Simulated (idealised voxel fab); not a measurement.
This section sets out a process module, namely voxel capacitor over wiring.
The figure presents cross-section cut, which has a width of 270 nm and is divided into square cells with an edge length of 5 nm.
Bands, listed from the top down, are how a cross-section gets written in this document; the cross-section itself is a grid of square cells, and a band is one or more rows of them.
The entry gives the band's vertical extent as a top height and a bottom height in nm, then its horizontal make-up as materials from left to right, each with a width in nm. "air" stands for empty space; a single material marked "throughout" fills the band edge to edge.
Height reference: 0 = level under which incoming wafer is all one material. Lowest band: no bottom, runs on downward, e.g. "top 0, no bottom".
Graded width ("30..40"): value in top row of band = first number; value in bottom row = second number; row-to-row change constant.
"nothing changed" (step): cross-section cells unchanged, all of them.
"Listed closed voids": sealed empty spaces, 8 cells or more, no open way to top, listed width x height at distance, with distance from the left edge and width, height and distance in nm.
Step line, after settings: the simulator's comment on this step.
overlay nm: how far to the right of its planned place the mask lay on this masked step (negative: to the left).

PROCESS STEPS - PLAN
1) RECEIVE,material Si
2) CONFORMAL_DEP,material SiO2,thk nm 15
3) CONFORMAL_DEP,material SiCN,thk nm 5
4) DIRECTIONAL_DEP,material SiO2,thk nm 25
5) MASKED_ETCH,tone open,mask id METAL_1,width nm 20,pitch nm 90,etch materials SiO2,depth nm 25,overlay nm 0
6) MASKED_ETCH,tone open,mask id METAL_1,width nm 20,pitch nm 90,etch materials SiCN,depth nm 5,overlay nm 0
7) CONFORMAL_DEP,material TiN,thk nm 5
8) FILL_DEP,material Cu,thk nm 10
9) CMP,height nm 45
10) EPI,material Ru,thk nm 5
11) FILL_DEP,material SiCN,thk nm 5
12) DIRECTIONAL_DEP,material lowk,thk nm 10
13) MASKED_ETCH,tone open,mask id PLUG_1,width nm 15,etch materials lowk,depth nm 10,overlay nm 0
14) MASKED_ETCH,tone open,mask id PLUG_1,width nm 15,etch materials SiCN,depth nm 5,overlay nm 0
15) CONFORMAL_DEP,material TiN,thk nm 5
16) FILL_DEP,material W,thk nm 10
17) CMP,height nm 65
18) DIRECTIONAL_DEP,material TiN,thk nm 5
19) DIRECTIONAL_DEP,material HfO2,thk nm 5
20) DIRECTIONAL_DEP,material TiN,thk nm 10
21) MASKED_ETCH,tone cover,mask id UPPER_PLATE,width nm 75,etch materials TiN,depth nm 10,overlay nm 0
22) MASKED_ETCH,tone cover,mask id UPPER_PLATE,width nm 75,etch materials HfO2,depth nm 5,overlay nm 0
23) MASKED_ETCH,tone cover,mask id LOWER_PLATE,width nm 85,etch materials TiN,depth nm 5,overlay nm 0
24) FILL_DEP,material SiO2,thk nm 20
25) CMP,height nm 100
26) MASKED_ETCH,tone open,mask id PLUG_2,width nm 15,etch materials SiO2,depth nm 15,overlay nm 0
27) CONFORMAL_DEP,material TiN,thk nm 5
28) FILL_DEP,material W,thk nm 10
29) CMP,height nm 100
30) CONFORMAL_DEP,material SiCN,thk nm 5

AS-RECEIVED WAFER CROSS-SECTION (AFTER STEP 1)
    top 0, no bottom: Si throughout
    Listed closed voids: none

THIS IS HOW THE WAFER LOOKS IN CROSS-SECTION ONCE THE MODULE IS DONE, GIVEN THE STARTING STATE AND PLAN ABOVE AND ONE MISTAKE IN CARRYING THE PLAN OUT
    top 105, bottom 100: SiCN throughout
    top 100, bottom 90: 95 SiO2 / 5 TiN / 5 W / 5 TiN / 160 SiO2
    top 90, bottom 85: 95 SiO2 / 15 TiN / 160 SiO2
    top 85, bottom 75: 85 SiO2 / 75 TiN / 110 SiO2
    top 75, bottom 70: 85 SiO2 / 75 HfO2 / 110 SiO2
    top 70, bottom 65: 80 SiO2 / 85 TiN / 105 SiO2
    top 65, bottom 55: 85 lowk / 5 TiN / 5 Cu / 5 TiN / 170 lowk
    top 55, bottom 50: 85 SiCN / 15 TiN / 170 SiCN
    top 50, bottom 45: 75 SiCN / 30 Ru / 60 SiCN / 30 Ru / 75 SiCN
    top 45, bottom 20: 80 SiO2 / 5 TiN / 10 Cu / 5 TiN / 70 SiO2 / 5 TiN / 10 Cu / 5 TiN / 80 SiO2
    top 20, bottom 15: 80 SiCN / 20 TiN / 70 SiCN / 20 TiN / 80 SiCN
    top 15, bottom 0: SiO2 throughout
    top 0, no bottom: Si throughout
    Listed closed voids: none
What broke from the plan during processing? note that step 16 departed from the planned setting and was carried out as FILL_DEP,material Cu,thk nm 10
